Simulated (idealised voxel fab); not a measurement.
The following is a process module called voxel wiring stack.
The cross-section shown here is cut; it is 195 nm wide and divided into square cells measuring 5 nm on a side.
In what follows, cross-sections appear as grids of square cells, described through bands that run from the top down, where every band is one or more rows of cells. Basically the band line says how high the top is and how high the bottom is, in nm, and then what's in it from left to right, every material with its width in nm. Empty space shows up as "empty", and if a single material carries "throughout" it runs the full band edge to edge. Height datum 0, below which the as-received substrate wafer is one material. Lowest band open at the bottom, running downward: "top 0, no bottom". The notation "30->40" denotes a width that varies across the rows of cells in the band, beginning at the first number in the top row, finishing at the second number in the bottom row, and changing by an identical amount from each row to the next. The cross-section has no changed cell in any step marked "no change". So "Closed void entries" is basically the list of trapped voids: any empty space of 8 cells or more that can't reach the top through an opening. They're written width x height at distance, the distance being from the left edge, and it's all nm. If you see something after the settings on a step's line, that's the simulator's own remark about that step. "overlay nm", when on a step's line for a step with a mask, measures how far to the right of its planned place the mask lay; a negative measure means to the left.

-- plan
step 1: RECEIVE [material Si]
step 2: CONFORMAL_DEP [material SiO2] [thk nm 15]
step 3: CONFORMAL_DEP [material SiCN] [thk nm 5]
step 4: DIRECTIONAL_DEP [material lowk] [thk nm 20]
step 5: MASKED_ETCH [tone open] [mask id METAL_1] [width nm 25] [pitch nm 40] [etch materials lowk] [depth nm 20] [overlay nm 0]
step 6: MASKED_ETCH [tone open] [mask id METAL_1] [width nm 25] [pitch nm 40] [etch materials SiCN] [depth nm 5] [overlay nm 0]
step 7: CONFORMAL_DEP [material TiN] [thk nm 5]
step 8: FILL_DEP [material Cu] [thk nm 10]
step 9: CMP [height nm 40]
step 10: EPI [material Ru] [thk nm 5]
step 11: FILL_DEP [material SiCN] [thk nm 5]
step 12: DIRECTIONAL_DEP [material lowk] [thk nm 25]
step 13: DIRECTIONAL_DEP [material aC] [thk nm 15]
step 14: PATTERN [tone open] [mask id METAL_2] [material resist] [width nm 25] [pitch nm 40] [thk nm 35] [overlay nm 0]
step 15: DIRECTIONAL_ETCH [etch materials aC] [depth nm 15]
step 16: STRIP [etch materials resist]
step 17: DIRECTIONAL_ETCH [etch materials lowk] [depth nm 15]
step 18: STRIP [etch materials aC]
step 19: PATTERN [tone open] [mask id METAL_2_HOLES] [material resist] [width nm 15] [pitch nm 40] [thk nm 20] [overlay nm 0]
step 20: DIRECTIONAL_ETCH [etch materials lowk] [depth nm 10]
step 21: DIRECTIONAL_ETCH [etch materials SiCN] [depth nm 5]
step 22: STRIP [etch materials resist]
step 23: CONFORMAL_DEP [material TiN] [thk nm 5]
step 24: FILL_DEP [material Cu] [thk nm 10]
step 25: CMP [height nm 75]
step 26: CONFORMAL_DEP [material SiCN] [thk nm 5]

-- First wafer, two in total, run as planned

-- Incoming wafer in cross-section (state: after step 1)
top 0, no bottom | Si throughout
Closed void entries: none

-- Cross-section of the wafer after step 2
top 15, bottom 0 | SiO2 throughout
Note: structure below 0 unchanged.

-- Cross-section of the wafer after step 3
top 20, bottom 15 | SiCN throughout
Note: structure below 15 unchanged.

-- Cross-section of the wafer after step 4
top 40, bottom 20 | lowk throughout
Note: structure below 20 unchanged.

-- Cross-section of the wafer after step 5
top 40, bottom 20 | lowk (65), then empty (25), then lowk (15), then empty (25), then lowk (65)
Note: structure below 20 unchanged.

-- Cross-section of the wafer after step 6
top 40, bottom 20 | lowk (65), then empty (25), then lowk (15), then empty (25), then lowk (65)
top 20, bottom 15 | SiCN (65), then empty (25), then SiCN (15), then empty (25), then SiCN (65)
Note: structure below 15 unchanged.

-- Cross-section of the wafer after step 7
top 45, bottom 40 | TiN (70), then empty (15), then TiN (25), then empty (15), then TiN (70)
top 40, bottom 20 | lowk (65), then TiN (5), then empty (15), then TiN (5), then lowk (15), then TiN (5), then empty (15), then TiN (5), then lowk (65)
top 20, bottom 15 | SiCN (65), then TiN (25), then SiCN (15), then TiN (25), then SiCN (65)
Note: structure below 15 unchanged.

-- Cross-section of the wafer after step 8
top 55, bottom 45 | Cu throughout
top 45, bottom 40 | TiN (70), then Cu (15), then TiN (25), then Cu (15), then TiN (70)
top 40, bottom 20 | lowk (65), then TiN (5), then Cu (15), then TiN (5), then lowk (15), then TiN (5), then Cu (15), then TiN (5), then lowk (65)
Note: structure below 20 unchanged.

-- Cross-section of the wafer after step 9
top 40, bottom 20 | lowk (65), then TiN (5), then Cu (15), then TiN (5), then lowk (15), then TiN (5), then Cu (15), then TiN (5), then lowk (65)
Note: structure below 20 unchanged.

-- Cross-section of the wafer after step 10
top 45, bottom 40 | empty (60), then Ru (35), then empty (5), then Ru (35), then empty (60)
Note: structure below 40 unchanged.

-- Cross-section of the wafer after step 11
top 50, bottom 45 | SiCN throughout
top 45, bottom 40 | SiCN (60), then Ru (35), then SiCN (5), then Ru (35), then SiCN (60)
Note: structure below 40 unchanged.

-- Cross-section of the wafer after step 12
top 75, bottom 50 | lowk throughout
Note: structure below 50 unchanged.

-- Cross-section of the wafer after step 13
top 90, bottom 75 | aC throughout
Note: structure below 75 unchanged.

-- Cross-section of the wafer after step 14
top 125, bottom 90 | resist (65), then empty (25), then resist (15), then empty (25), then resist (65)
Note: structure below 90 unchanged.

-- Cross-section of the wafer after step 15
top 110, bottom 90 | resist (65), then empty (25), then resist (15), then empty (25), then resist (65)
top 90, bottom 75 | aC (65), then empty (25), then aC (15), then empty (25), then aC (65)
Note: structure below 75 unchanged.

-- Cross-section of the wafer after step 16
top 90, bottom 75 | aC (65), then empty (25), then aC (15), then empty (25), then aC (65)
Note: structure below 75 unchanged.

-- Cross-section of the wafer after step 17
top 90, bottom 75 | aC (65), then empty (25), then aC (15), then empty (25), then aC (65)
top 75, bottom 60 | lowk (65), then empty (25), then lowk (15), then empty (25), then lowk (65)
Note: structure below 60 unchanged.

-- Cross-section of the wafer after step 18
top 75, bottom 60 | lowk (65), then empty (25), then lowk (15), then empty (25), then lowk (65)
Note: structure below 60 unchanged.

-- Cross-section of the wafer after step 19
top 95, bottom 75 | resist (65), then empty (15), then resist (25), then empty (15), then resist (75)
top 75, bottom 60 | lowk (65), then empty (15), then resist (10), then lowk (15), then empty (15), then resist (10), then lowk (65)
Note: structure below 60 unchanged.

-- Cross-section of the wafer after step 20
top 95, bottom 75 | resist (65), then empty (15), then resist (25), then empty (15), then resist (75)
top 75, bottom 60 | lowk (65), then empty (15), then resist (10), then lowk (15), then empty (15), then resist (10), then lowk (65)
top 60, bottom 50 | lowk (65), then empty (15), then lowk (25), then empty (15), then lowk (75)
Note: structure below 50 unchanged.

-- Cross-section of the wafer after step 21
top 95, bottom 75 | resist (65), then empty (15), then resist (25), then empty (15), then resist (75)
top 75, bottom 60 | lowk (65), then empty (15), then resist (10), then lowk (15), then empty (15), then resist (10), then lowk (65)
top 60, bottom 50 | lowk (65), then empty (15), then lowk (25), then empty (15), then lowk (75)
top 50, bottom 45 | SiCN (65), then empty (15), then SiCN (25), then empty (15), then SiCN (75)
Note: structure below 45 unchanged.

-- Cross-section of the wafer after step 22
top 75, bottom 60 | lowk (65), then empty (25), then lowk (15), then empty (25), then lowk (65)
Note: structure below 60 unchanged.

-- Cross-section of the wafer after step 23
top 80, bottom 75 | TiN (70), then empty (15), then TiN (25), then empty (15), then TiN (70)
top 75, bottom 65 | lowk (65), then TiN (5), then empty (15), then TiN (5), then lowk (15), then TiN (5), then empty (15), then TiN (5), then lowk (65)
top 65, bottom 60 | lowk (65), then TiN (5), then empty (5), then TiN (15), then lowk (15), then TiN (5), then empty (5), then TiN (15), then lowk (65)
top 60, bottom 50 | lowk (65), then TiN (5), then empty (5), then TiN (5), then lowk (25), then TiN (5), then empty (5), then TiN (5), then lowk (75)
top 50, bottom 45 | SiCN (65), then TiN (15), then SiCN (25), then TiN (15), then SiCN (75)
Note: structure below 45 unchanged.

-- Cross-section of the wafer after step 24
top 90, bottom 80 | Cu throughout
top 80, bottom 75 | TiN (70), then Cu (15), then TiN (25), then Cu (15), then TiN (70)
top 75, bottom 65 | lowk (65), then TiN (5), then Cu (15), then TiN (5), then lowk (15), then TiN (5), then Cu (15), then TiN (5), then lowk (65)
top 65, bottom 60 | lowk (65), then TiN (5), then Cu (5), then TiN (15), then lowk (15), then TiN (5), then Cu (5), then TiN (15), then lowk (65)
top 60, bottom 50 | lowk (65), then TiN (5), then Cu (5), then TiN (5), then lowk (25), then TiN (5), then Cu (5), then TiN (5), then lowk (75)
Note: structure below 50 unchanged.

-- Cross-section of the wafer after step 25
top 75, bottom 65 | lowk (65), then TiN (5), then Cu (15), then TiN (5), then lowk (15), then TiN (5), then Cu (15), then TiN (5), then lowk (65)
Note: structure below 65 unchanged.

-- Cross-section of the wafer after step 26
top 80, bottom 75 | SiCN throughout
Note: structure below 75 unchanged.

-- second wafer: like start, like plan, one mistake. Through step 18 it matches the first wafer

-- Cross-section of the second wafer when, according to plan, step 19 should have finished
top 95, bottom 75 | resist (65), then empty (20), then resist (20), then empty (20), then resist (70)
top 75, bottom 60 | lowk (65), then empty (20), then resist (5), then lowk (15), then empty (20), then resist (5), then lowk (65)
Note: structure below 60 unchanged.

-- Cross-section of the second wafer when, according to plan, step 20 should have finished
top 95, bottom 75 | resist (65), then empty (20), then resist (20), then empty (20), then resist (70)
top 75, bottom 60 | lowk (65), then empty (20), then resist (5), then lowk (15), then empty (20), then resist (5), then lowk (65)
top 60, bottom 50 | lowk (65), then empty (20), then lowk (20), then empty (20), then lowk (70)
Note: structure below 50 unchanged.

-- Cross-section of the second wafer when, according to plan, step 21 should have finished
top 95, bottom 75 | resist (65), then empty (20), then resist (20), then empty (20), then resist (70)
top 75, bottom 60 | lowk (65), then empty (20), then resist (5), then lowk (15), then empty (20), then resist (5), then lowk (65)
top 60, bottom 50 | lowk (65), then empty (20), then lowk (20), then empty (20), then lowk (70)
top 50, bottom 45 | SiCN (65), then empty (20), then SiCN (20), then empty (20), then SiCN (70)
Note: structure below 45 unchanged.

-- Cross-section of the second wafer when, according to plan, step 22 should have finished
top 75, bottom 60 | lowk (65), then empty (25), then lowk (15), then empty (25), then lowk (65)
Note: structure below 60 unchanged.

-- Cross-section of the second wafer when, according to plan, step 23 should have finished
top 80, bottom 75 | TiN (70), then empty (15), then TiN (25), then empty (15), then TiN (70)
top 75, bottom 65 | lowk (65), then TiN (5), then empty (15), then TiN (5), then lowk (15), then TiN (5), then empty (15), then TiN (5), then lowk (65)
top 65, bottom 60 | lowk (65), then TiN (5), then empty (10), then TiN (10), then lowk (15), then TiN (5), then empty (10), then TiN (10), then lowk (65)
top 60, bottom 50 | lowk (65), then TiN (5), then empty (10), then TiN (5), then lowk (20), then TiN (5), then empty (10), then TiN (5), then lowk (70)
top 50, bottom 45 | SiCN (65), then TiN (20), then SiCN (20), then TiN (20), then SiCN (70)
Note: structure below 45 unchanged.

-- Cross-section of the second wafer when, according to plan, step 24 should have finished
top 90, bottom 80 | Cu throughout
top 80, bottom 75 | TiN (70), then Cu (15), then TiN (25), then Cu (15), then TiN (70)
top 75, bottom 65 | lowk (65), then TiN (5), then Cu (15), then TiN (5), then lowk (15), then TiN (5), then Cu (15), then TiN (5), then lowk (65)
top 65, bottom 60 | lowk (65), then TiN (5), then Cu (10), then TiN (10), then lowk (15), then TiN (5), then Cu (10), then TiN (10), then lowk (65)
top 60, bottom 50 | lowk (65), then TiN (5), then Cu (10), then TiN (5), then lowk (20), then TiN (5), then Cu (10), then TiN (5), then lowk (70)
Note: structure below 50 unchanged.

-- Cross-section of the second wafer when, according to plan, step 25 should have finished
top 75, bottom 65 | lowk (65), then TiN (5), then Cu (15), then TiN (5), then lowk (15), then TiN (5), then Cu (15), then TiN (5), then lowk (65)
Note: structure below 65 unchanged.

-- Cross-section of the second wafer when, according to plan, step 26 should have finished
top 80, bottom 75 | SiCN throughout
Note: structure below 75 unchanged.
Processing error: step 19 off recipe, ran as PATTERN [tone open] [mask id METAL_2_HOLES] [material resist] [width nm 20] [pitch nm 40] [thk nm 20] [overlay nm 0]
Final cells, second wafer relative to first, materials higher or lower: +6 Cu; -2 SiCN; -4 lowk
